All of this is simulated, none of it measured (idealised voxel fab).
process module | voxel lift off
cross-section cut | 155 nm wide | cells 5 nm
A cross-section is a grid of square cells, given in bands from the top down. A band is one or more rows of cells.
Each band's line starts with the height of the band's top and of its bottom, in nm. Then come its materials from left to right, each with its width in nm. One material with "throughout" fills the band from edge to edge. "air" is empty space.
Height 0 is the level under which the wafer as received is all one material. The lowest band goes on downwards, as in "0 down".
A width such as "30 to 40" changes by the same amount from each row of cells to the next, from the band's top row to its bottom row.
"no change" after a step means that no cell of the cross-section changed.
closed voids: empty space of 8 cells or more with no open way to the top, each as width x height at its distance from the left edge, in nm
after a step's settings: what the simulator itself notes on the step
overlay nm, on a step with a mask: how far to the right of its planned place the mask lay; to the left if negative
plan
1 op RECEIVE | material Si
2 op CONFORMAL_DEP | material Al2O3 | thk nm 15
3 op PATTERN | tone open | mask id LINES | material resist | width nm 15 | pitch nm 40 | thk nm 25 | overlay nm 0
4 op DIRECTIONAL_DEP | material Ru | thk nm 15
5 op STRIP | etch materials resist
6 op CONFORMAL_DEP | material SiO2 | thk nm 5
as received, after step 1
  0 down: Si throughout
  closed voids: none
first wafer at the end, as planned
  35 to 30: air 25 | SiO2 25 | air 15 | SiO2 25 | air 15 | SiO2 25 | air 25
  30 to 20: air 25 | SiO2 5 | Ru 15 | SiO2 5 | air 15 | SiO2 5 | Ru 15 | SiO2 5 | air 15 | SiO2 5 | Ru 15 | SiO2 5 | air 25
  20 to 15: SiO2 30 | Ru 15 | SiO2 25 | Ru 15 | SiO2 25 | Ru 15 | SiO2 30
  15 to 0: Al2O3 throughout
  0 down: Si throughout
  closed voids: none
second wafer at the end: like start, like plan, one mistake
  35 to 30: SiO2 35 | air 5 | SiO2 35 | air 5 | SiO2 35 | air 5 | SiO2 35
  30 to 20: Ru 30 | SiO2 5 | air 5 | SiO2 5 | Ru 25 | SiO2 5 | air 5 | SiO2 5 | Ru 25 | SiO2 5 | air 5 | SiO2 5 | Ru 30
  20 to 15: Ru 30 | SiO2 15 | Ru 25 | SiO2 15 | Ru 25 | SiO2 15 | Ru 30
  15 to 0: Al2O3 throughout
  0 down: Si throughout
  closed voids: none
what went wrong: step 3 ran as: op PATTERN | tone cover | mask id LINES | material resist | width nm 15 | pitch nm 40 | thk nm 25 | overlay nm 0
at the end the second wafer has, in cells: 39 more of Ru
